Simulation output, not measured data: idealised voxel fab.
A process module follows: voxel self aligned vias.
Square cells of 5 nm make up the cross-section cut, whose width is 280 nm.
If you're reading a cross-section in this doc, picture square cells in a grid; it comes to you as bands, top ones listed first down to the bottom, and a band can be one or more rows of cells.
Top height, bottom height, nm. Materials left to right, width each, nm. Single material + "everywhere" = fills band edge to edge. "blank" = empty.
Heights are reckoned from 0. Under this level, the received wafer is all of one material. The bottommost band is open-ended downward, for example "0 -> down".
Graded width ("30 to 40"): value in top row of band = first number; value in bottom row = second number; row-to-row change constant.
No cell of the cross-section changed in a step that is given as "remained the same".
"Closed void listing" specifies each empty space that is not open to the top and that occupies no fewer than 8 cells, using the form width x height at distance, the distance measured from the left edge and all three quantities in nm.
Whatever follows a step's settings on its line is a remark the simulator itself makes about that step.
If you see "overlay nm" on a step's line and that step has a mask, it's telling you how far right of where it was planned the mask ended up; a negative number means it went left instead.
These are the steps we planned for the process:
- 1: RECEIVE [material Si]
- 2: CONFORMAL_DEP [material SiO2] [thk nm 10]
- 3: CONFORMAL_DEP [material SiCN] [thk nm 5]
- 4: DIRECTIONAL_DEP [material lowk] [thk nm 20]
- 5: DIRECTIONAL_DEP [material aC] [thk nm 10]
- 6: PATTERN [tone open] [mask id LINES] [material resist] [width nm 25] [pitch nm 70] [thk nm 25] [overlay nm 0]
- 7: DIRECTIONAL_ETCH [etch materials aC] [depth nm 10]
- 8: STRIP [etch materials resist]
- 9: DIRECTIONAL_ETCH [etch materials lowk] [depth nm 20]
- 10: STRIP [etch materials aC]
- 11: CONFORMAL_DEP [material TiN] [thk nm 5]
- 12: FILL_DEP [material Ru] [thk nm 10]
- 13: CMP [height nm 35]
- 14: SELECTIVE_ETCH [etch materials W Ru TiN] [depth nm 10]
- 15: FILL_DEP [material SiN] [thk nm 10]
- 16: CMP [height nm 35]
- 17: DIRECTIONAL_DEP [material lowk] [thk nm 15]
- 18: DIRECTIONAL_DEP [material aC] [thk nm 15]
- 19: PATTERN [tone open] [mask id VIAS] [material resist] [width nm 45] [pitch nm 70] [thk nm 30] [overlay nm 0]
- 20: DIRECTIONAL_ETCH [etch materials aC] [depth nm 15]
- 21: STRIP [etch materials resist]
- 22: DIRECTIONAL_ETCH [etch materials lowk] [depth nm 15]
- 23: DIRECTIONAL_ETCH [etch materials SiN] [depth nm 10]
- 24: STRIP [etch materials aC]
- 25: CONFORMAL_DEP [material TiN] [thk nm 5]
- 26: FILL_DEP [material W] [thk nm 10]
- 27: CMP [height nm 50]
- 28: CONFORMAL_DEP [material SiCN] [thk nm 5]
As-received state of the wafer in cross-section, equivalent to post-step 1:
	0 -> down | Si everywhere
	Closed void listing: none
The cross-section shown corresponds to the wafer at the conclusion of the module. The initial structure and the process plan are those presented above; however, one mistake occurred in executing the plan:
	55 -> 50 | SiCN everywhere
	50 -> 40 | W (40) | TiN (5) | lowk (45) | TiN (5) | W (15) | TiN (5) | lowk (45) | TiN (5) | W (15) | TiN (5) | lowk (45) | TiN (5) | W (45)
	40 -> 35 | TiN (45) | lowk (45) | TiN (25) | lowk (45) | TiN (25) | lowk (45) | TiN (50)
	35 -> 25 | lowk (55) | SiN (25) | lowk (45) | SiN (25) | lowk (45) | SiN (25) | lowk (60)
	25 -> 20 | lowk (55) | TiN (5) | Ru (15) | TiN (5) | lowk (45) | TiN (5) | Ru (15) | TiN (5) | lowk (45) | TiN (5) | Ru (15) | TiN (5) | lowk (60)
	20 -> 15 | lowk (55) | TiN (25) | lowk (45) | TiN (25) | lowk (45) | TiN (25) | lowk (60)
	15 -> 10 | SiCN everywhere
	10 -> 0 | SiO2 everywhere
	0 -> down | Si everywhere
	Closed void listing: none
Finding, execution versus plan: it should be noted that step 19 was executed with settings other than those planned, the operation and settings actually applied being PATTERN [tone cover] [mask id VIAS] [material resist] [width nm 45] [pitch nm 70] [thk nm 30] [overlay nm 0]
